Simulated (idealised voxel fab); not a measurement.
process module | voxel self aligned contacts
cross-section cut | 195 nm wide | cells 5 nm
A cross-section is a grid of square cells, given in bands from the top down. A band is one or more rows of cells.
Each band's line starts with the height of the band's top and of its bottom, in nm. Then come its materials from left to right, each with its width in nm. One material with "throughout" fills the band from edge to edge. "air" is empty space.
Height 0 is the level under which the wafer as received is all one material. The lowest band goes on downwards, as in "0 down".
A width such as "30 to 40" changes by the same amount from each row of cells to the next, from the band's top row to its bottom row.
"no change" after a step means that no cell of the cross-section changed.
closed voids: empty space of 8 cells or more with no open way to the top, each as width x height at its distance from the left edge, in nm
after a step's settings: what the simulator itself notes on the step
overlay nm, on a step with a mask: how far to the right of its planned place the mask lay; to the left if negative
plan
1 op RECEIVE | material Si
2 op OXIDIZE | depth nm 5
3 op DIRECTIONAL_DEP | material polySi | thk nm 20
4 op DIRECTIONAL_DEP | material SiN | thk nm 20
5 op DIRECTIONAL_DEP | material aC | thk nm 15
6 op PATTERN | tone cover | mask id GATE | material resist | width nm 25 | pitch nm 65 | thk nm 30 | overlay nm 0
7 op DIRECTIONAL_ETCH | etch materials aC | depth nm 15
8 op STRIP | etch materials resist
9 op DIRECTIONAL_ETCH | etch materials SiN | depth nm 20
10 op DIRECTIONAL_ETCH | etch materials polySi | depth nm 20
11 op STRIP | etch materials aC
12 op CONFORMAL_DEP | material SiN | thk nm 10
13 op DIRECTIONAL_ETCH | etch materials SiN | depth nm 10
14 op FILL_DEP | material SiO2 | thk nm 20
15 op CMP | height nm 50
16 op PATTERN | tone open | mask id CONTACT | material resist | width nm 50 | pitch nm 65 | thk nm 20 | overlay nm 0
17 op DIRECTIONAL_ETCH | etch materials SiO2 | depth nm 55
18 op STRIP | etch materials resist
19 op CONFORMAL_DEP | material TiN | thk nm 5
20 op FILL_DEP | material Ru | thk nm 5
21 op CMP | height nm 50
22 op CONFORMAL_DEP | material SiCN | thk nm 5
first wafer, as planned
as received, after step 1
  0 down: Si throughout
  closed voids: none
after step 2
  0 to -5: SiO2 throughout
  below -5: unchanged
after step 3
  20 to 0: polySi throughout
  below 0: unchanged
after step 4
  40 to 20: SiN throughout
  below 20: unchanged
after step 5
  55 to 40: aC throughout
  below 40: unchanged
after step 6
  85 to 55: air 20 | resist 25 | air 40 | resist 25 | air 40 | resist 25 | air 20
  below 55: unchanged
after step 7
  70 to 55: air 20 | resist 25 | air 40 | resist 25 | air 40 | resist 25 | air 20
  55 to 40: air 20 | aC 25 | air 40 | aC 25 | air 40 | aC 25 | air 20
  below 40: unchanged
after step 8
  55 to 40: air 20 | aC 25 | air 40 | aC 25 | air 40 | aC 25 | air 20
  below 40: unchanged
after step 9
  55 to 40: air 20 | aC 25 | air 40 | aC 25 | air 40 | aC 25 | air 20
  40 to 20: air 20 | SiN 25 | air 40 | SiN 25 | air 40 | SiN 25 | air 20
  below 20: unchanged
after step 10
  55 to 40: air 20 | aC 25 | air 40 | aC 25 | air 40 | aC 25 | air 20
  40 to 20: air 20 | SiN 25 | air 40 | SiN 25 | air 40 | SiN 25 | air 20
  20 to 0: air 20 | polySi 25 | air 40 | polySi 25 | air 40 | polySi 25 | air 20
  below 0: unchanged
after step 11
  40 to 20: air 20 | SiN 25 | air 40 | SiN 25 | air 40 | SiN 25 | air 20
  below 20: unchanged
after step 12
  50 to 20: air 10 | SiN 45 | air 20 | SiN 45 | air 20 | SiN 45 | air 10
  20 to 10: air 10 | SiN 10 | polySi 25 | SiN 10 | air 20 | SiN 10 | polySi 25 | SiN 10 | air 20 | SiN 10 | polySi 25 | SiN 10 | air 10
  10 to 0: SiN 20 | polySi 25 | SiN 40 | polySi 25 | SiN 40 | polySi 25 | SiN 20
  below 0: unchanged
after step 13
  40 to 20: air 10 | SiN 45 | air 20 | SiN 45 | air 20 | SiN 45 | air 10
  20 to 0: air 10 | SiN 10 | polySi 25 | SiN 10 | air 20 | SiN 10 | polySi 25 | SiN 10 | air 20 | SiN 10 | polySi 25 | SiN 10 | air 10
  below 0: unchanged
after step 14
  60 to 40: SiO2 throughout
  40 to 20: SiO2 10 | SiN 45 | SiO2 20 | SiN 45 | SiO2 20 | SiN 45 | SiO2 10
  20 to 0: SiO2 10 | SiN 10 | polySi 25 | SiN 10 | SiO2 20 | SiN 10 | polySi 25 | SiN 10 | SiO2 20 | SiN 10 | polySi 25 | SiN 10 | SiO2 10
  below 0: unchanged
after step 15
  50 to 40: SiO2 throughout
  below 40: unchanged
after step 16
  70 to 50: resist 40 | air 50 | resist 15 | air 50 | resist 40
  below 50: unchanged
after step 17
  70 to 50: resist 40 | air 50 | resist 15 | air 50 | resist 40
  50 to 40: SiO2 40 | air 50 | SiO2 15 | air 50 | SiO2 40
  40 to 20: SiO2 10 | SiN 45 | air 20 | SiN 45 | air 20 | SiN 45 | SiO2 10
  20 to 0: SiO2 10 | SiN 10 | polySi 25 | SiN 10 | air 20 | SiN 10 | polySi 25 | SiN 10 | air 20 | SiN 10 | polySi 25 | SiN 10 | SiO2 10
  0 to -5: SiO2 55 | air 20 | SiO2 45 | air 20 | SiO2 55
  below -5: unchanged
after step 18
  50 to 40: SiO2 40 | air 50 | SiO2 15 | air 50 | SiO2 40
  below 40: unchanged
after step 19
  55 to 50: TiN 45 | air 40 | TiN 25 | air 40 | TiN 45
  50 to 40: SiO2 40 | TiN 5 to 20 | air 40 to 10 | TiN 5 to 20 | SiO2 15 | TiN 5 to 20 | air 40 to 10 | TiN 5 to 20 | SiO2 40
  40 to 20: SiO2 10 | SiN 45 | TiN 5 | air 10 | TiN 5 | SiN 45 | TiN 5 | air 10 | TiN 5 | SiN 45 | SiO2 10
  20 to 0: SiO2 10 | SiN 10 | polySi 25 | SiN 10 | TiN 5 | air 10 | TiN 5 | SiN 10 | polySi 25 | SiN 10 | TiN 5 | air 10 | TiN 5 | SiN 10 | polySi 25 | SiN 10 | SiO2 10
  0 to -5: SiO2 55 | TiN 20 | SiO2 45 | TiN 20 | SiO2 55
  below -5: unchanged
after step 20
  60 to 55: Ru throughout
  55 to 50: TiN 45 | Ru 40 | TiN 25 | Ru 40 | TiN 45
  50 to 40: SiO2 40 | TiN 5 to 20 | Ru 40 to 10 | TiN 5 to 20 | SiO2 15 | TiN 5 to 20 | Ru 40 to 10 | TiN 5 to 20 | SiO2 40
  40 to 20: SiO2 10 | SiN 45 | TiN 5 | Ru 10 | TiN 5 | SiN 45 | TiN 5 | Ru 10 | TiN 5 | SiN 45 | SiO2 10
  20 to 0: SiO2 10 | SiN 10 | polySi 25 | SiN 10 | TiN 5 | Ru 10 | TiN 5 | SiN 10 | polySi 25 | SiN 10 | TiN 5 | Ru 10 | TiN 5 | SiN 10 | polySi 25 | SiN 10 | SiO2 10
  below 0: unchanged
after step 21
  50 to 40: SiO2 40 | TiN 5 to 20 | Ru 40 to 10 | TiN 5 to 20 | SiO2 15 | TiN 5 to 20 | Ru 40 to 10 | TiN 5 to 20 | SiO2 40
  below 40: unchanged
after step 22
  55 to 50: SiCN throughout
  below 50: unchanged
second wafer: like start, like plan, one mistake. Through step 11 it matches the first wafer
when step 12 should have ended: no change
when step 13 should have ended
  30 to 20: air 20 | SiN 25 | air 40 | SiN 25 | air 40 | SiN 25 | air 20
  below 20: unchanged
when step 14 should have ended
  50 to 30: SiO2 throughout
  30 to 20: SiO2 20 | SiN 25 | SiO2 40 | SiN 25 | SiO2 40 | SiN 25 | SiO2 20
  20 to 0: SiO2 20 | polySi 25 | SiO2 40 | polySi 25 | SiO2 40 | polySi 25 | SiO2 20
  below 0: unchanged
when step 15 should have ended: no change
when step 16 should have ended
  70 to 50: resist 40 | air 50 | resist 15 | air 50 | resist 40
  below 50: unchanged
when step 17 should have ended
  70 to 50: resist 40 | air 50 | resist 15 | air 50 | resist 40
  50 to 30: SiO2 40 | air 50 | SiO2 15 | air 50 | SiO2 40
  30 to 20: SiO2 20 | SiN 25 | air 40 | SiN 25 | air 40 | SiN 25 | SiO2 20
  20 to 0: SiO2 20 | polySi 25 | air 40 | polySi 25 | air 40 | polySi 25 | SiO2 20
  0 to -5: SiO2 45 | air 40 | SiO2 25 | air 40 | SiO2 45
  below -5: unchanged
when step 18 should have ended
  50 to 30: SiO2 40 | air 50 | SiO2 15 | air 50 | SiO2 40
  below 30: unchanged
when step 19 should have ended
  55 to 50: TiN 45 | air 40 | TiN 25 | air 40 | TiN 45
  50 to 35: SiO2 40 | TiN 5 | air 40 | TiN 5 | SiO2 15 | TiN 5 | air 40 | TiN 5 | SiO2 40
  35 to 30: SiO2 40 | TiN 10 | air 30 | TiN 10 | SiO2 15 | TiN 10 | air 30 | TiN 10 | SiO2 40
  30 to 20: SiO2 20 | SiN 25 | TiN 5 | air 30 | TiN 5 | SiN 25 | TiN 5 | air 30 | TiN 5 | SiN 25 | SiO2 20
  20 to 0: SiO2 20 | polySi 25 | TiN 5 | air 30 | TiN 5 | polySi 25 | TiN 5 | air 30 | TiN 5 | polySi 25 | SiO2 20
  0 to -5: SiO2 45 | TiN 40 | SiO2 25 | TiN 40 | SiO2 45
  below -5: unchanged
when step 20 should have ended
  60 to 55: Ru throughout
  55 to 50: TiN 45 | Ru 40 | TiN 25 | Ru 40 | TiN 45
  50 to 35: SiO2 40 | TiN 5 | Ru 40 | TiN 5 | SiO2 15 | TiN 5 | Ru 40 | TiN 5 | SiO2 40
  35 to 30: SiO2 40 | TiN 10 | Ru 30 | TiN 10 | SiO2 15 | TiN 10 | Ru 30 | TiN 10 | SiO2 40
  30 to 20: SiO2 20 | SiN 25 | TiN 5 | Ru 30 | TiN 5 | SiN 25 | TiN 5 | Ru 30 | TiN 5 | SiN 25 | SiO2 20
  20 to 0: SiO2 20 | polySi 25 | TiN 5 | Ru 30 | TiN 5 | polySi 25 | TiN 5 | Ru 30 | TiN 5 | polySi 25 | SiO2 20
  below 0: unchanged
when step 21 should have ended
  50 to 35: SiO2 40 | TiN 5 | Ru 40 | TiN 5 | SiO2 15 | TiN 5 | Ru 40 | TiN 5 | SiO2 40
  below 35: unchanged
when step 22 should have ended
  55 to 50: SiCN throughout
  below 50: unchanged
what went wrong: step 12 was left out
at the end the second wafer has, in cells: 80 more of Ru | 126 fewer of SiN | 46 more of SiO2
